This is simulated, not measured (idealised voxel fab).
The following process module bears the name voxel transistor to metal.
It is cross-section cut that appears here, measuring 185 nm in width, its square cells being 5 nm in size.
How to read a cross-section here: the picture is a grid of square cells, written as bands going from the top down, and any band can span one or more rows of cells. The entry gives the band's vertical extent as a top height and a bottom height in nm, then its horizontal make-up as materials from left to right, each with a width in nm. "blank" stands for empty space; a single material marked "edge to edge" fills the band edge to edge. For the purposes of this specification, 0 denotes the height below which the wafer in its as-received condition is composed wholly of one material, and the lowermost band, lacking a lower limit, extends downward without end, as expressed in "0 and below". A width given as "30..40" starts at the first number in the band's top row and ends at the second number in its bottom row, shifting by an equal amount at every step from row to row. You'll sometimes find "nothing altered" written for a step, and that's the way of saying that nowhere in the cross-section did a cell change during that step. "Closed cavities" contains a list of empty spaces, each no smaller than 8 cells and without an open way to the top, written in the form width x height at distance with the distance from the left edge and all three in nm. Note: text after step settings on the step line = simulator remark on that step. "overlay nm" denotes, for a step that has a mask, the displacement of the mask to the right of its planned place, with negative values corresponding to the left.
**List of planned process steps**
step 1: RECEIVE,material Si
step 2: OXIDIZE,depth nm 5
step 3: CONFORMAL_DEP,material SiN,thk nm 10
step 4: MASKED_ETCH,tone cover,mask id ACTIVE,width nm 100,etch materials SiN,depth nm 10,overlay nm 0
step 5: MASKED_ETCH,tone cover,mask id ACTIVE,width nm 100,etch materials SiO2,depth nm 5,overlay nm 0
step 6: MASKED_ETCH,tone cover,mask id ACTIVE,width nm 100,etch materials Si,depth nm 20,overlay nm 0
step 7: OXIDIZE,depth nm 5
step 8: FILL_DEP,material SiO2,thk nm 10
step 9: CMP,height nm 10
step 10: SELECTIVE_ETCH,etch materials SiO2,depth nm 10
step 11: STRIP,etch materials SiN
step 12: SELECTIVE_ETCH,etch materials SiO2,depth nm 5
step 13: OXIDIZE,depth nm 5
step 14: DIRECTIONAL_DEP,material polySi,thk nm 25
step 15: DIRECTIONAL_DEP,material SiCN,thk nm 15
step 16: PATTERN,tone cover,mask id GATE,material resist,width nm 20,thk nm 20,overlay nm 0
step 17: DIRECTIONAL_ETCH,etch materials SiCN,depth nm 25
step 18: DIRECTIONAL_ETCH,etch materials polySi,depth nm 35
step 19: STRIP,etch materials resist
step 20: CONFORMAL_DEP,material SiN,thk nm 5
step 21: DIRECTIONAL_ETCH,etch materials SiN,depth nm 5
step 22: DIRECTIONAL_ETCH,etch materials SiO2,depth nm 5
step 23: DIRECTIONAL_ETCH,etch materials Si,depth nm 10
step 24: EPI,material nSi,thk nm 15
step 25: FILL_DEP,material SiO2,thk nm 10
step 26: CMP,height nm 35
step 27: DIRECTIONAL_DEP,material SiO2,thk nm 15
step 28: DIRECTIONAL_DEP,material aC,thk nm 10
step 29: PATTERN,tone open,mask id CONTACT,material resist,width nm 15,pitch nm 75,thk nm 25,overlay nm 0
step 30: DIRECTIONAL_ETCH,etch materials aC,depth nm 10
step 31: STRIP,etch materials resist
step 32: DIRECTIONAL_ETCH,etch materials SiO2,depth nm 55
step 33: STRIP,etch materials aC
step 34: CONFORMAL_DEP,material TiN,thk nm 5
step 35: FILL_DEP,material W,thk nm 10
step 36: CMP,height nm 50
step 37: CONFORMAL_DEP,material SiCN,thk nm 5
step 38: DIRECTIONAL_DEP,material lowk,thk nm 25
step 39: PATTERN,tone open,mask id METAL_1,material resist,width nm 15,pitch nm 75,thk nm 20,overlay nm 0
step 40: DIRECTIONAL_ETCH,etch materials lowk,depth nm 25
step 41: DIRECTIONAL_ETCH,etch materials SiCN,depth nm 5
step 42: STRIP,etch materials resist
step 43: CONFORMAL_DEP,material TiN,thk nm 5
step 44: FILL_DEP,material Ru,thk nm 5
step 45: CMP,height nm 80
step 46: CONFORMAL_DEP,material SiN,thk nm 5
**First wafer, two in total, run as planned**
**Incoming wafer, cross-sectional view, post step 1**
- 0 and below: Si edge to edge
- Closed cavities: none
**The wafer in cross-section once step 2 is complete**
- 0 down to -5: SiO2 edge to edge
- Everything under -5 stays put, no change at all.
**The wafer in cross-section once step 3 is complete**
- 10 down to 0: SiN edge to edge
- Everything under 0 stays put, no change at all.
**The wafer in cross-section once step 4 is complete**
- 10 down to 0: blank (40) / SiN (100) / blank (45)
- Everything under 0 stays put, no change at all.
**The wafer in cross-section once step 5 is complete**
- 10 down to 0: blank (40) / SiN (100) / blank (45)
- 0 down to -5: blank (40) / SiO2 (100) / blank (45)
- Everything under -5 stays put, no change at all.
**The wafer in cross-section once step 6 is complete**
- 10 down to 0: blank (40) / SiN (100) / blank (45)
- 0 down to -5: blank (40) / SiO2 (100) / blank (45)
- -5 down to -25: blank (40) / Si (100) / blank (45)
- Everything under -25 stays put, no change at all.
**The wafer in cross-section once step 7 is complete**
- 10 down to 0: blank (40) / SiN (100) / blank (45)
- 0 down to -5: blank (40) / SiO2 (100) / blank (45)
- -5 down to -25: blank (40) / SiO2 (5) / Si (90) / SiO2 (5) / blank (45)
- -25 down to -30: SiO2 (45) / Si (90) / SiO2 (50)
- Everything under -30 stays put, no change at all.
**The wafer in cross-section once step 8 is complete**
- 20 down to 10: SiO2 edge to edge
- 10 down to 0: SiO2 (40) / SiN (100) / SiO2 (45)
- 0 down to -5: SiO2 edge to edge
- -5 down to -30: SiO2 (45) / Si (90) / SiO2 (50)
- Everything under -30 stays put, no change at all.
**The wafer in cross-section once step 9 is complete**
- 10 down to 0: SiO2 (40) / SiN (100) / SiO2 (45)
- Everything under 0 stays put, no change at all.
**The wafer in cross-section once step 10 is complete**
- 10 down to 0: blank (40) / SiN (100) / blank (45)
- Everything under 0 stays put, no change at all.
**The wafer in cross-section once step 11 is complete**
- 0 down to -5: SiO2 edge to edge
- Everything under -5 stays put, no change at all.
**The wafer in cross-section once step 12 is complete**
- -5 down to -30: SiO2 (45) / Si (90) / SiO2 (50)
- Everything under -30 stays put, no change at all.
**The wafer in cross-section once step 13 is complete**
- -5 down to -10: SiO2 edge to edge
- Everything under -10 stays put, no change at all.
**The wafer in cross-section once step 14 is complete**
- 20 down to -5: polySi edge to edge
- Everything under -5 stays put, no change at all.
**The wafer in cross-section once step 15 is complete**
- 35 down to 20: SiCN edge to edge
- Everything under 20 stays put, no change at all.
**The wafer in cross-section once step 16 is complete**
- 55 down to 35: blank (80) / resist (20) / blank (85)
- Everything under 35 stays put, no change at all.
**The wafer in cross-section once step 17 is complete**
- 55 down to 35: blank (80) / resist (20) / blank (85)
- 35 down to 20: blank (80) / SiCN (20) / blank (85)
- Everything under 20 stays put, no change at all.
**The wafer in cross-section once step 18 is complete**
- 55 down to 35: blank (80) / resist (20) / blank (85)
- 35 down to 20: blank (80) / SiCN (20) / blank (85)
- 20 down to -5: blank (80) / polySi (20) / blank (85)
- Everything under -5 stays put, no change at all.
**The wafer in cross-section once step 19 is complete**
- 35 down to 20: blank (80) / SiCN (20) / blank (85)
- Everything under 20 stays put, no change at all.
**The wafer in cross-section once step 20 is complete**
- 40 down to 35: blank (75) / SiN (30) / blank (80)
- 35 down to 20: blank (75) / SiN (5) / SiCN (20) / SiN (5) / blank (80)
- 20 down to 0: blank (75) / SiN (5) / polySi (20) / SiN (5) / blank (80)
- 0 down to -5: SiN (80) / polySi (20) / SiN (85)
- Everything under -5 stays put, no change at all.
**The wafer in cross-section once step 21 is complete**
- 35 down to 20: blank (75) / SiN (5) / SiCN (20) / SiN (5) / blank (80)
- 20 down to -5: blank (75) / SiN (5) / polySi (20) / SiN (5) / blank (80)
- Everything under -5 stays put, no change at all.
**The wafer in cross-section once step 22 is complete**
- 35 down to 20: blank (75) / SiN (5) / SiCN (20) / SiN (5) / blank (80)
- 20 down to -5: blank (75) / SiN (5) / polySi (20) / SiN (5) / blank (80)
- -5 down to -10: blank (75) / SiO2 (30) / blank (80)
- Everything under -10 stays put, no change at all.
**The wafer in cross-section once step 23 is complete**
- 35 down to 20: blank (75) / SiN (5) / SiCN (20) / SiN (5) / blank (80)
- 20 down to -5: blank (75) / SiN (5) / polySi (20) / SiN (5) / blank (80)
- -5 down to -10: blank (75) / SiO2 (30) / blank (80)
- -10 down to -20: SiO2 (45) / blank (30) / Si (30) / blank (30) / SiO2 (50)
- Everything under -20 stays put, no change at all.
**The wafer in cross-section once step 24 is complete**
- 35 down to 20: blank (75) / SiN (5) / SiCN (20) / SiN (5) / blank (80)
- 20 down to 5: blank (75) / SiN (5) / polySi (20) / SiN (5) / blank (80)
- 5 down to -5: blank (60) / nSi (15) / SiN (5) / polySi (20) / SiN (5) / nSi (15) / blank (65)
- -5 down to -10: blank (40) / nSi (35) / SiO2 (30) / nSi (35) / blank (45)
- -10 down to -20: SiO2 (45) / nSi (30) / Si (30) / nSi (30) / SiO2 (50)
- Everything under -20 stays put, no change at all.
**The wafer in cross-section once step 25 is complete**
- 45 down to 35: SiO2 edge to edge
- 35 down to 20: SiO2 (75) / SiN (5) / SiCN (20) / SiN (5) / SiO2 (80)
- 20 down to 5: SiO2 (75) / SiN (5) / polySi (20) / SiN (5) / SiO2 (80)
- 5 down to -5: SiO2 (60) / nSi (15) / SiN (5) / polySi (20) / SiN (5) / nSi (15) / SiO2 (65)
- -5 down to -10: SiO2 (40) / nSi (35) / SiO2 (30) / nSi (35) / SiO2 (45)
- Everything under -10 stays put, no change at all.
**The wafer in cross-section once step 26 is complete**
- 35 down to 20: SiO2 (75) / SiN (5) / SiCN (20) / SiN (5) / SiO2 (80)
- Everything under 20 stays put, no change at all.
**The wafer in cross-section once step 27 is complete**
- 50 down to 35: SiO2 edge to edge
- Everything under 35 stays put, no change at all.
**The wafer in cross-section once step 28 is complete**
- 60 down to 50: aC edge to edge
- Everything under 50 stays put, no change at all.
**The wafer in cross-section once step 29 is complete**
- 85 down to 60: resist (45) / blank (15) / resist (60) / blank (15) / resist (50)
- Everything under 60 stays put, no change at all.
**The wafer in cross-section once step 30 is complete**
- 75 down to 60: resist (45) / blank (15) / resist (60) / blank (15) / resist (50)
- 60 down to 50: aC (45) / blank (15) / aC (60) / blank (15) / aC (50)
- Everything under 50 stays put, no change at all.
**The wafer in cross-section once step 31 is complete**
- 60 down to 50: aC (45) / blank (15) / aC (60) / blank (15) / aC (50)
- Everything under 50 stays put, no change at all.
**The wafer in cross-section once step 32 is complete**
- 60 down to 50: aC (45) / blank (15) / aC (60) / blank (15) / aC (50)
- 50 down to 35: SiO2 (45) / blank (15) / SiO2 (60) / blank (15) / SiO2 (50)
- 35 down to 20: SiO2 (45) / blank (15) / SiO2 (15) / SiN (5) / SiCN (20) / SiN (5) / SiO2 (15) / blank (15) / SiO2 (50)
- 20 down to 5: SiO2 (45) / blank (15) / SiO2 (15) / SiN (5) / polySi (20) / SiN (5) / SiO2 (15) / blank (15) / SiO2 (50)
- 5 down to -5: SiO2 (45) / blank (15) / nSi (15) / SiN (5) / polySi (20) / SiN (5) / nSi (15) / blank (15) / SiO2 (50)
- Everything under -5 stays put, no change at all.
**The wafer in cross-section once step 33 is complete**
- 50 down to 35: SiO2 (45) / blank (15) / SiO2 (60) / blank (15) / SiO2 (50)
- Everything under 35 stays put, no change at all.
**The wafer in cross-section once step 34 is complete**
- 55 down to 50: TiN (50) / blank (5) / TiN (70) / blank (5) / TiN (55)
- 50 down to 35: SiO2 (45) / TiN (5) / blank (5) / TiN (5) / SiO2 (60) / TiN (5) / blank (5) / TiN (5) / SiO2 (50)
- 35 down to 20: SiO2 (45) / TiN (5) / blank (5) / TiN (5) / SiO2 (15) / SiN (5) / SiCN (20) / SiN (5) / SiO2 (15) / TiN (5) / blank (5) / TiN (5) / SiO2 (50)
- 20 down to 5: SiO2 (45) / TiN (5) / blank (5) / TiN (5) / SiO2 (15) / SiN (5) / polySi (20) / SiN (5) / SiO2 (15) / TiN (5) / blank (5) / TiN (5) / SiO2 (50)
- 5 down to 0: SiO2 (45) / TiN (5) / blank (5) / TiN (5) / nSi (15) / SiN (5) / polySi (20) / SiN (5) / nSi (15) / TiN (5) / blank (5) / TiN (5) / SiO2 (50)
- 0 down to -5: SiO2 (45) / TiN (15) / nSi (15) / SiN (5) / polySi (20) / SiN (5) / nSi (15) / TiN (15) / SiO2 (50)
- Everything under -5 stays put, no change at all.
**The wafer in cross-section once step 35 is complete**
- 65 down to 55: W edge to edge
- 55 down to 50: TiN (50) / W (5) / TiN (70) / W (5) / TiN (55)
- 50 down to 35: SiO2 (45) / TiN (5) / W (5) / TiN (5) / SiO2 (60) / TiN (5) / W (5) / TiN (5) / SiO2 (50)
- 35 down to 20: SiO2 (45) / TiN (5) / W (5) / TiN (5) / SiO2 (15) / SiN (5) / SiCN (20) / SiN (5) / SiO2 (15) / TiN (5) / W (5) / TiN (5) / SiO2 (50)
- 20 down to 5: SiO2 (45) / TiN (5) / W (5) / TiN (5) / SiO2 (15) / SiN (5) / polySi (20) / SiN (5) / SiO2 (15) / TiN (5) / W (5) / TiN (5) / SiO2 (50)
- 5 down to 0: SiO2 (45) / TiN (5) / W (5) / TiN (5) / nSi (15) / SiN (5) / polySi (20) / SiN (5) / nSi (15) / TiN (5) / W (5) / TiN (5) / SiO2 (50)
- Everything under 0 stays put, no change at all.
**The wafer in cross-section once step 36 is complete**
- 50 down to 35: SiO2 (45) / TiN (5) / W (5) / TiN (5) / SiO2 (60) / TiN (5) / W (5) / TiN (5) / SiO2 (50)
- Everything under 35 stays put, no change at all.
**The wafer in cross-section once step 37 is complete**
- 55 down to 50: SiCN edge to edge
- Everything under 50 stays put, no change at all.
**The wafer in cross-section once step 38 is complete**
- 80 down to 55: lowk edge to edge
- Everything under 55 stays put, no change at all.
**The wafer in cross-section once step 39 is complete**
- 100 down to 80: resist (45) / blank (15) / resist (60) / blank (15) / resist (50)
- Everything under 80 stays put, no change at all.
**The wafer in cross-section once step 40 is complete**
- 100 down to 80: resist (45) / blank (15) / resist (60) / blank (15) / resist (50)
- 80 down to 55: lowk (45) / blank (15) / lowk (60) / blank (15) / lowk (50)
- Everything under 55 stays put, no change at all.
**The wafer in cross-section once step 41 is complete**
- 100 down to 80: resist (45) / blank (15) / resist (60) / blank (15) / resist (50)
- 80 down to 55: lowk (45) / blank (15) / lowk (60) / blank (15) / lowk (50)
- 55 down to 50: SiCN (45) / blank (15) / SiCN (60) / blank (15) / SiCN (50)
- Everything under 50 stays put, no change at all.
**The wafer in cross-section once step 42 is complete**
- 80 down to 55: lowk (45) / blank (15) / lowk (60) / blank (15) / lowk (50)
- Everything under 55 stays put, no change at all.
**The wafer in cross-section once step 43 is complete**
- 85 down to 80: TiN (50) / blank (5) / TiN (70) / blank (5) / TiN (55)
- 80 down to 55: lowk (45) / TiN (5) / blank (5) / TiN (5) / lowk (60) / TiN (5) / blank (5) / TiN (5) / lowk (50)
- 55 down to 50: SiCN (45) / TiN (15) / SiCN (60) / TiN (15) / SiCN (50)
- Everything under 50 stays put, no change at all.
**The wafer in cross-section once step 44 is complete**
- 90 down to 85: Ru edge to edge
- 85 down to 80: TiN (50) / Ru (5) / TiN (70) / Ru (5) / TiN (55)
- 80 down to 55: lowk (45) / TiN (5) / Ru (5) / TiN (5) / lowk (60) / TiN (5) / Ru (5) / TiN (5) / lowk (50)
- Everything under 55 stays put, no change at all.
**The wafer in cross-section once step 45 is complete**
- 80 down to 55: lowk (45) / TiN (5) / Ru (5) / TiN (5) / lowk (60) / TiN (5) / Ru (5) / TiN (5) / lowk (50)
- Everything under 55 stays put, no change at all.
**The wafer in cross-section once step 46 is complete**
- 85 down to 80: SiN edge to edge
- Everything under 80 stays put, no change at all.
**The second wafer was prepared from the same starting point and under the same plan as the first; its processing contained one mistake, and it remains indistinguishable from the first wafer up to and including step 28**
**Second wafer, sectioned view, at step 29's planned end time**
- 85 down to 60: blank (45) / resist (15) / blank (60) / resist (15) / blank (50)
- Everything under 60 stays put, no change at all.
**Second wafer, sectioned view, at step 30's planned end time**
- 75 down to 60: blank (45) / resist (15) / blank (60) / resist (15) / blank (50)
- 60 down to 50: blank (45) / aC (15) / blank (60) / aC (15) / blank (50)
- Everything under 50 stays put, no change at all.
**Second wafer, sectioned view, at step 31's planned end time**
- 60 down to 50: blank (45) / aC (15) / blank (60) / aC (15) / blank (50)
- Everything under 50 stays put, no change at all.
**Second wafer, sectioned view, at step 32's planned end time**
- 60 down to 50: blank (45) / aC (15) / blank (60) / aC (15) / blank (50)
- 50 down to 35: blank (45) / SiO2 (15) / blank (60) / SiO2 (15) / blank (50)
- 35 down to 20: blank (45) / SiO2 (15) / blank (15) / SiN (5) / SiCN (20) / SiN (5) / blank (15) / SiO2 (15) / blank (50)
- 20 down to 5: blank (45) / SiO2 (15) / blank (15) / SiN (5) / polySi (20) / SiN (5) / blank (15) / SiO2 (15) / blank (50)
- 5 down to -5: blank (45) / SiO2 (15) / nSi (15) / SiN (5) / polySi (20) / SiN (5) / nSi (15) / SiO2 (15) / blank (50)
- Everything under -5 stays put, no change at all.
**Second wafer, sectioned view, at step 33's planned end time**
- 50 down to 35: blank (45) / SiO2 (15) / blank (60) / SiO2 (15) / blank (50)
- Everything under 35 stays put, no change at all.
**Second wafer, sectioned view, at step 34's planned end time**
- 55 down to 50: blank (40) / TiN (25) / blank (50) / TiN (25) / blank (45)
- 50 down to 40: blank (40) / TiN (5) / SiO2 (15) / TiN (5) / blank (50) / TiN (5) / SiO2 (15) / TiN (5) / blank (45)
- 40 down to 35: blank (40) / TiN (5) / SiO2 (15) / TiN (5) / blank (5) / TiN (40) / blank (5) / TiN (5) / SiO2 (15) / TiN (5) / blank (45)
- 35 down to 20: blank (40) / TiN (5) / SiO2 (15) / TiN (5) / blank (5) / TiN (5) / SiN (5) / SiCN (20) / SiN (5) / TiN (5) / blank (5) / TiN (5) / SiO2 (15) / TiN (5) / blank (45)
- 20 down to 10: blank (40) / TiN (5) / SiO2 (15) / TiN (5) / blank (5) / TiN (5) / SiN (5) / polySi (20) / SiN (5) / TiN (5) / blank (5) / TiN (5) / SiO2 (15) / TiN (5) / blank (45)
- 10 down to 5: blank (40) / TiN (5) / SiO2 (15) / TiN (15) / SiN (5) / polySi (20) / SiN (5) / TiN (15) / SiO2 (15) / TiN (5) / blank (45)
- 5 down to 0: blank (40) / TiN (5) / SiO2 (15) / nSi (15) / SiN (5) / polySi (20) / SiN (5) / nSi (15) / SiO2 (15) / TiN (5) / blank (45)
- 0 down to -5: TiN (45) / SiO2 (15) / nSi (15) / SiN (5) / polySi (20) / SiN (5) / nSi (15) / SiO2 (15) / TiN (50)
- Everything under -5 stays put, no change at all.
**Second wafer, sectioned view, at step 35's planned end time**
- 65 down to 55: W edge to edge
- 55 down to 50: W (40) / TiN (25) / W (50) / TiN (25) / W (45)
- 50 down to 40: W (40) / TiN (5) / SiO2 (15) / TiN (5) / W (50) / TiN (5) / SiO2 (15) / TiN (5) / W (45)
- 40 down to 35: W (40) / TiN (5) / SiO2 (15) / TiN (5) / W (5) / TiN (40) / W (5) / TiN (5) / SiO2 (15) / TiN (5) / W (45)
- 35 down to 20: W (40) / TiN (5) / SiO2 (15) / TiN (5) / W (5) / TiN (5) / SiN (5) / SiCN (20) / SiN (5) / TiN (5) / W (5) / TiN (5) / SiO2 (15) / TiN (5) / W (45)
- 20 down to 10: W (40) / TiN (5) / SiO2 (15) / TiN (5) / W (5) / TiN (5) / SiN (5) / polySi (20) / SiN (5) / TiN (5) / W (5) / TiN (5) / SiO2 (15) / TiN (5) / W (45)
- 10 down to 5: W (40) / TiN (5) / SiO2 (15) / TiN (15) / SiN (5) / polySi (20) / SiN (5) / TiN (15) / SiO2 (15) / TiN (5) / W (45)
- 5 down to 0: W (40) / TiN (5) / SiO2 (15) / nSi (15) / SiN (5) / polySi (20) / SiN (5) / nSi (15) / SiO2 (15) / TiN (5) / W (45)
- Everything under 0 stays put, no change at all.
**Second wafer, sectioned view, at step 36's planned end time**
- 50 down to 40: W (40) / TiN (5) / SiO2 (15) / TiN (5) / W (50) / TiN (5) / SiO2 (15) / TiN (5) / W (45)
- Everything under 40 stays put, no change at all.
**Second wafer, sectioned view, at step 37's planned end time**
- 55 down to 50: SiCN edge to edge
- Everything under 50 stays put, no change at all.
**Second wafer, sectioned view, at step 38's planned end time**
- 80 down to 55: lowk edge to edge
- Everything under 55 stays put, no change at all.
**Second wafer, sectioned view, at step 39's planned end time**
- 100 down to 80: resist (45) / blank (15) / resist (60) / blank (15) / resist (50)
- Everything under 80 stays put, no change at all.
**Second wafer, sectioned view, at step 40's planned end time**
- 100 down to 80: resist (45) / blank (15) / resist (60) / blank (15) / resist (50)
- 80 down to 55: lowk (45) / blank (15) / lowk (60) / blank (15) / lowk (50)
- Everything under 55 stays put, no change at all.
**Second wafer, sectioned view, at step 41's planned end time**
- 100 down to 80: resist (45) / blank (15) / resist (60) / blank (15) / resist (50)
- 80 down to 55: lowk (45) / blank (15) / lowk (60) / blank (15) / lowk (50)
- 55 down to 50: SiCN (45) / blank (15) / SiCN (60) / blank (15) / SiCN (50)
- Everything under 50 stays put, no change at all.
**Second wafer, sectioned view, at step 42's planned end time**
- 80 down to 55: lowk (45) / blank (15) / lowk (60) / blank (15) / lowk (50)
- Everything under 55 stays put, no change at all.
**Second wafer, sectioned view, at step 43's planned end time**
- 85 down to 80: TiN (50) / blank (5) / TiN (70) / blank (5) / TiN (55)
- 80 down to 55: lowk (45) / TiN (5) / blank (5) / TiN (5) / lowk (60) / TiN (5) / blank (5) / TiN (5) / lowk (50)
- 55 down to 50: SiCN (45) / TiN (15) / SiCN (60) / TiN (15) / SiCN (50)
- Everything under 50 stays put, no change at all.
**Second wafer, sectioned view, at step 44's planned end time**
- 90 down to 85: Ru edge to edge
- 85 down to 80: TiN (50) / Ru (5) / TiN (70) / Ru (5) / TiN (55)
- 80 down to 55: lowk (45) / TiN (5) / Ru (5) / TiN (5) / lowk (60) / TiN (5) / Ru (5) / TiN (5) / lowk (50)
- Everything under 55 stays put, no change at all.
**Second wafer, sectioned view, at step 45's planned end time**
- 80 down to 55: lowk (45) / TiN (5) / Ru (5) / TiN (5) / lowk (60) / TiN (5) / Ru (5) / TiN (5) / lowk (50)
- Everything under 55 stays put, no change at all.
**Second wafer, sectioned view, at step 46's planned end time**
- 85 down to 80: SiN edge to edge
- Everything under 80 stays put, no change at all.
Short version of what went wrong: note that step 29 departed from the planned setting and was carried out as PATTERN,tone cover,mask id CONTACT,material resist,width nm 15,pitch nm 75,thk nm 25,overlay nm 0
Final comparison by cell count, materials where the second wafer has more or fewer than the first: 215 fewer of SiO2, 33 more of TiN, 182 more of W
